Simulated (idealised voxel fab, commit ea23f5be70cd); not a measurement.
The document below concerns the process module designated voxel released beams.
In the cross-section labelled cut, the width is 250 nm and each square cell is 5 nm.
Format of a cross-section: grid, square cells. Given as bands. Order: top down. Band: one or more rows of cells.
For a band, the entry starts with two heights in nm, that of the top and then that of the bottom, and carries on with the band's materials in order from left to right, each alongside its width in nm; the word "everywhere" beside a single material means it fills the band edge to edge, and "empty" means empty space.
Heads up on the height convention: 0 is the point under which the incoming wafer is all one material, and the lowest band has no bottom, it just keeps going down, like "0 nm and below".
With a width like "30..40", each row of cells in the band differs from the next by the same amount, the top row carrying the first number and the bottom row the second.
What does "no alteration" mean for a step? It means no cell of the cross-section changed in that step.
If an empty space has no open way to the top and is at least 8 cells in size, "Completely enclosed voids" lists it, written width x height at distance, where distance is measured from the left edge and every value is in nm.
On a step's line, text after the settings is the simulator commenting on that step.
Regarding "overlay nm": on a step with a mask, it is the distance the mask lay to the right of its planned place; a negative value places it to the left.

**The planned process steps are enumerated hereunder**
1: RECEIVE with material Si
2: CONFORMAL_DEP with material Al2O3, thk nm 10
3: DIRECTIONAL_DEP with material SiO2, thk nm 20
4: DIRECTIONAL_DEP with material aC, thk nm 15
5: PATTERN with tone open, mask id ANCHOR, material resist, width nm 30, thk nm 35, overlay nm 0
6: DIRECTIONAL_ETCH with etch materials aC, depth nm 15
7: STRIP with etch materials resist
8: DIRECTIONAL_ETCH with etch materials SiO2, depth nm 20
9: STRIP with etch materials aC
10: CONFORMAL_DEP with material W, thk nm 10
11: DIRECTIONAL_DEP with material aC, thk nm 10
12: PATTERN with tone cover, mask id BEAM, material resist, width nm 90, thk nm 25, overlay nm -15
13: DIRECTIONAL_ETCH with etch materials aC, depth nm 10
14: STRIP with etch materials resist
15: DIRECTIONAL_ETCH with etch materials W, depth nm 10
16: STRIP with etch materials aC
17: STRIP with etch materials SiO2
Heads up: all these wafers start the same, and what changes between them is the overlay nm in step 12. The value you see in the plan is just what the first wafer got.

**Cross-section, first of several wafers, as delivered after step 1**
    0 nm and below = Si everywhere
    Completely enclosed voids: none

**Cross-sectional representation of the first of several wafers at the end of the module, i.e. after its terminal step, step 17**
    40 nm to 30 nm = empty: 60 / W: 30 / empty: 10 / W: 50 / empty: 100
    30 nm to 20 nm = empty: 80 / W: 10 / empty: 10 / W: 10 / empty: 140
    20 nm to 10 nm = empty: 80 / W: 30 / empty: 140
    10 nm to 0 nm = Al2O3 everywhere
    0 nm and below = Si everywhere
    Completely enclosed voids: none

**Here we cross-sectioned the last of the wafers once the module was done**
    40 nm to 30 nm = empty: 100 / W: 80 / empty: 70
    30 nm to 20 nm = empty: 80 / W: 10 / empty: 10 / W: 10 / empty: 140
    20 nm to 10 nm = empty: 80 / W: 30 / empty: 140
    10 nm to 0 nm = Al2O3 everywhere
    0 nm and below = Si everywhere
    Completely enclosed voids: none

**So in this table every wafer gets its own row, and what you see is where it stands at the end of the module: for each material, how many cells it picked up (+) or gave up (-) since we received it, and after that its closed voids**
overlay nm -15; +100 Al2O3; +52 W; Completely enclosed voids: none
overlay nm -10; +100 Al2O3; +52 W; Completely enclosed voids: none
overlay nm -5; +100 Al2O3; +52 W; Completely enclosed voids: none
overlay nm 0; +100 Al2O3; +52 W; Completely enclosed voids: none
overlay nm 5; +100 Al2O3; +52 W; Completely enclosed voids: none
overlay nm 10; +100 Al2O3; +52 W; Completely enclosed voids: none
overlay nm 15; +100 Al2O3; +52 W; Completely enclosed voids: none
